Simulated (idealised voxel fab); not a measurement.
process module | voxel tone inversion
cross-section cut | 210 nm wide | cells 5 nm
A cross-section is a grid of square cells, given in bands from the top down. A band is one or more rows of cells.
Each band's line starts with the height of the band's top and of its bottom, in nm. Then come its materials from left to right, each with its width in nm. One material with "throughout" fills the band from edge to edge. "air" is empty space.
Height 0 is the level under which the wafer as received is all one material. The lowest band goes on downwards, as in "0 down".
A width such as "30 to 40" changes by the same amount from each row of cells to the next, from the band's top row to its bottom row.
"no change" after a step means that no cell of the cross-section changed.
closed voids: empty space of 8 cells or more with no open way to the top, each as width x height at its distance from the left edge, in nm
after a step's settings: what the simulator itself notes on the step
overlay nm, on a step with a mask: how far to the right of its planned place the mask lay; to the left if negative
plan
1 op RECEIVE | material Si
2 op CONFORMAL_DEP | material SiCN | thk nm 5
3 op DIRECTIONAL_DEP | material aC | thk nm 25
4 op PATTERN | tone cover | mask id POSTS | material resist | width nm 15 | pitch nm 40 | thk nm 30 | overlay nm 0
5 op DIRECTIONAL_ETCH | etch materials aC | depth nm 25
6 op STRIP | etch materials resist
7 op FILL_DEP | material lowk | thk nm 5
8 op CMP | height nm 30
9 op STRIP | etch materials aC
10 op CONFORMAL_DEP | material TiN | thk nm 5
11 op FILL_DEP | material Ru | thk nm 10
12 op CMP | height nm 30
13 op CONFORMAL_DEP | material SiCN | thk nm 5
as received, after step 1
  0 down: Si throughout
  closed voids: none
a wafer at the end: this start, this plan, one mistake
  35 to 25: SiCN throughout
  25 to 0: aC throughout
  0 down: Si throughout
  closed voids: none
what went wrong: steps 2 and 3 were swapped
